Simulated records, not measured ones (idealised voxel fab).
The following process module bears the name voxel capacitor over wiring.
The cross-section shown here is cut; it is 245 nm wide and divided into square cells measuring 5 nm on a side.
Cross-section format: a grid of square cells, given as bands from top to bottom; each band is one or more rows of cells.
Basically the band line says how high the top is and how high the bottom is, in nm, and then what's in it from left to right, every material with its width in nm. Empty space shows up as "blank", and if a single material carries "full width" it runs the full band edge to edge.
Basically, 0 is our baseline, since under it the wafer straight out of the box is all one material. The bottom band has no lower end and keeps on going down, so it looks like "0 down".
A two-number width, for instance "30 to 40", indicates that the width is equal to the first number in the top row of the band and to the second number in the bottom row, and that it changes by a constant amount per row of cells.
"identical to before" means the step left every cell of the cross-section as it was.
Each empty space that has no open way to the top and spans at least 8 cells appears under "Unvented internal voids" as width x height at distance, the distance counted from the left edge, all in nm.
On a step's line, text after the settings is the simulator commenting on that step.
overlay nm: how far to the right of its planned place the mask lay on this masked step (negative: to the left).

### Process steps foreseen in the plan
1) RECEIVE | material Si
2) CONFORMAL_DEP | material SiO2 | thk nm 10
3) CONFORMAL_DEP | material SiN | thk nm 5
4) DIRECTIONAL_DEP | material SiO2 | thk nm 15
5) PATTERN | tone open | mask id METAL_1 | material resist | width nm 30 | pitch nm 95 | thk nm 20 | overlay nm 0
6) DIRECTIONAL_ETCH | etch materials SiO2 | depth nm 15
7) DIRECTIONAL_ETCH | etch materials SiN | depth nm 5
8) STRIP | etch materials resist
9) CONFORMAL_DEP | material TiN | thk nm 5
10) FILL_DEP | material W | thk nm 5
11) CMP | height nm 30
12) EPI | material Ru | thk nm 5
13) FILL_DEP | material SiCN | thk nm 5
14) DIRECTIONAL_DEP | material lowk | thk nm 20
15) DIRECTIONAL_DEP | material aC | thk nm 10
16) PATTERN | tone open | mask id PLUG_1 | material resist | width nm 15 | thk nm 30 | overlay nm 0
17) DIRECTIONAL_ETCH | etch materials aC | depth nm 10
18) STRIP | etch materials resist
19) DIRECTIONAL_ETCH | etch materials lowk | depth nm 20
20) DIRECTIONAL_ETCH | etch materials SiCN | depth nm 5
21) STRIP | etch materials aC
22) EPI | material Ru | thk nm 10
23) EPI | material Ru | thk nm 10
24) EPI | material Ru | thk nm 5
25) DIRECTIONAL_DEP | material TiN | thk nm 5
26) DIRECTIONAL_DEP | material Al2O3 | thk nm 5
27) DIRECTIONAL_DEP | material TiN | thk nm 5
28) PATTERN | tone cover | mask id UPPER_PLATE | material resist | width nm 70 | thk nm 20 | overlay nm 0
29) DIRECTIONAL_ETCH | etch materials TiN | depth nm 5
30) DIRECTIONAL_ETCH | etch materials Al2O3 | depth nm 5
31) STRIP | etch materials resist
32) DIRECTIONAL_DEP | material aC | thk nm 10
33) PATTERN | tone cover | mask id LOWER_PLATE | material resist | width nm 80 | thk nm 30 | overlay nm 0
34) DIRECTIONAL_ETCH | etch materials aC | depth nm 10
35) STRIP | etch materials resist
36) DIRECTIONAL_ETCH | etch materials TiN | depth nm 5
37) STRIP | etch materials aC
38) FILL_DEP | material SiO2 | thk nm 15
39) CMP | height nm 85
40) PATTERN | tone open | mask id PLUG_2 | material resist | width nm 15 | thk nm 15 | overlay nm 0
41) DIRECTIONAL_ETCH | etch materials SiO2 | depth nm 10
42) STRIP | etch materials resist
43) CONFORMAL_DEP | material TiN | thk nm 5
44) FILL_DEP | material Cu | thk nm 5
45) CMP | height nm 85
46) CONFORMAL_DEP | material SiCN | thk nm 5

### Cross-section: wafer on arrival = after step 1
> 0 down: Si full width
> Unvented internal voids: none

### Module complete, cross-section. Starting point and plan per above. One mistake made in running the module
> 90 to 85: SiCN full width
> 85 to 80: 85 SiO2 / 5 TiN / 5 Cu / 5 TiN / 145 SiO2
> 80 to 70: 85 to 75 SiO2 / 15 to 70 TiN / 145 to 100 SiO2
> 70 to 65: 75 SiO2 / 70 Al2O3 / 100 SiO2
> 65 to 60: 70 SiO2 / 80 TiN / 95 SiO2
> 60 to 40: 75 lowk / 20 Ru / 150 lowk
> 40 to 35: 75 SiCN / 20 Ru / 150 SiCN
> 35 to 30: 55 SiCN / 40 Ru / 55 SiCN / 40 Ru / 55 SiCN
> 30 to 15: 60 SiO2 / 5 TiN / 20 W / 5 TiN / 65 SiO2 / 5 TiN / 20 W / 5 TiN / 60 SiO2
> 15 to 10: 60 SiN / 30 TiN / 65 SiN / 30 TiN / 60 SiN
> 10 to 0: SiO2 full width
> 0 down: Si full width
> Unvented internal voids: none
Misprocessing identified: so step 16 ended up running with a different setting than we planned, it ran as PATTERN | tone open | mask id PLUG_1 | material resist | width nm 20 | thk nm 30 | overlay nm 0
